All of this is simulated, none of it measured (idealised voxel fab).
Herein follows the process module entitled voxel local oxidation.
Section cut is 260 nm wide and gridded with 5 nm square cells.
Cross-section layout: square cells on a grid; listed as bands, top to bottom; a band spans one or more cell rows. Per band: top height and bottom height in nm, followed by the left-to-right materials and their widths in nm; "all across" marks a single material spanning edge to edge, "empty" marks empty space. Counting heights begins at 0, where everything beneath is, in the wafer as received, one material. The lowest band has no bottom; it goes on downwards, as "top 0, no bottom" shows. With a width like "30->40", each row of cells in the band differs from the next by the same amount, the top row carrying the first number and the bottom row the second. No cell of the cross-section changed in a step that is given as "nothing got changed". Entry "Closed empty spaces" = empty spaces >= 8 cells with no open way to the top; each as width x height at distance, distance from left edge, all nm. The remark found on a step's line after its settings is issued by the simulator itself and pertains to that step. The optional step-line setting "overlay nm" applies to steps with a mask and quantifies how far to the right of its planned location the mask lay, a negative value indicating leftward placement.
## These are the steps we planned for the process
1. RECEIVE: material Si
2. CONFORMAL_DEP: material SiO2, thk nm 5
3. CONFORMAL_DEP: material SiN, thk nm 10
4. PATTERN: tone cover, mask id ACTIVE, material resist, width nm 105, pitch nm 125, thk nm 20, overlay nm 0
5. DIRECTIONAL_ETCH: etch materials SiN, depth nm 10
6. STRIP: etch materials resist
7. SELECTIVE_ETCH: etch materials SiO2, depth nm 5
8. OXIDIZE: depth nm 15
9. STRIP: etch materials SiN
## The first wafer of two, processed as planned
## So this is the incoming wafer in cross-section - it's already been through step 1
	top 0, no bottom = Si all across
	Closed empty spaces: none
## Cross-section through the wafer, step 2 finished
	top 5, bottom 0 = SiO2 all across
	No changes below 0.
## Cross-section through the wafer, step 3 finished
	top 15, bottom 5 = SiN all across
	No changes below 5.
## Cross-section through the wafer, step 4 finished
	top 35, bottom 15 = empty (15); resist (105); empty (20); resist (105); empty (15)
	No changes below 15.
## Cross-section through the wafer, step 5 finished
	top 35, bottom 15 = empty (15); resist (105); empty (20); resist (105); empty (15)
	top 15, bottom 5 = empty (15); SiN (105); empty (20); SiN (105); empty (15)
	No changes below 5.
## Cross-section through the wafer, step 6 finished
	top 15, bottom 5 = empty (15); SiN (105); empty (20); SiN (105); empty (15)
	No changes below 5.
## Cross-section through the wafer, step 7 finished
	top 15, bottom 5 = empty (15); SiN (105); empty (20); SiN (105); empty (15)
	top 5, bottom 0 = empty (20); SiO2 (95); empty (30); SiO2 (95); empty (20)
	No changes below 0.
## Cross-section through the wafer, step 8 finished
	top 15, bottom 5 = empty (15); SiN (105); empty (20); SiN (105); empty (15)
	top 5, bottom 0 = empty (20); SiO2 (95); empty (30); SiO2 (95); empty (20)
	top 0, bottom -15 = SiO2 (35); Si (65); SiO2 (60); Si (65); SiO2 (35)
	No changes below -15.
## Cross-section through the wafer, step 9 finished
	top 5, bottom 0 = empty (20); SiO2 (95); empty (30); SiO2 (95); empty (20)
	No changes below 0.
## Regarding the second of the two wafers: it shared the first wafer's starting condition and process plan, yet one error occurred during its execution. Its history coincides with that of the first wafer up to and including step 3
## Cross-section of the second wafer when, according to plan, step 4 should have finished
	top 35, bottom 15 = resist (15); empty (105); resist (20); empty (105); resist (15)
	No changes below 15.
## Cross-section of the second wafer when, according to plan, step 5 should have finished
	top 35, bottom 15 = resist (15); empty (105); resist (20); empty (105); resist (15)
	top 15, bottom 5 = SiN (15); empty (105); SiN (20); empty (105); SiN (15)
	No changes below 5.
## Cross-section of the second wafer when, according to plan, step 6 should have finished
	top 15, bottom 5 = SiN (15); empty (105); SiN (20); empty (105); SiN (15)
	No changes below 5.
## Cross-section of the second wafer when, according to plan, step 7 should have finished
	top 15, bottom 5 = SiN (15); empty (105); SiN (20); empty (105); SiN (15)
	top 5, bottom 0 = SiO2 (10); empty (115); SiO2 (10); empty (115); SiO2 (10)
	No changes below 0.
## Cross-section of the second wafer when, according to plan, step 8 should have finished
	top 15, bottom 5 = SiN (15); empty (105); SiN (20); empty (105); SiN (15)
	top 5, bottom 0 = SiO2 (10); empty (115); SiO2 (10); empty (115); SiO2 (10)
	top 0, bottom -15 = SiO2 all across
	No changes below -15.
## Cross-section of the second wafer when, according to plan, step 9 should have finished
	top 5, bottom 0 = SiO2 (10); empty (115); SiO2 (10); empty (115); SiO2 (10)
	No changes below 0.
Finding, execution versus plan: step 4 was run on a setting that differed from the plan, and what really ran there is PATTERN: tone open, mask id ACTIVE, material resist, width nm 105, pitch nm 125, thk nm 20, overlay nm 0
Looking at both finished wafers in cells, the second ends up ahead of or behind the first on some materials: 78 fewer of Si, 46 more of SiO2
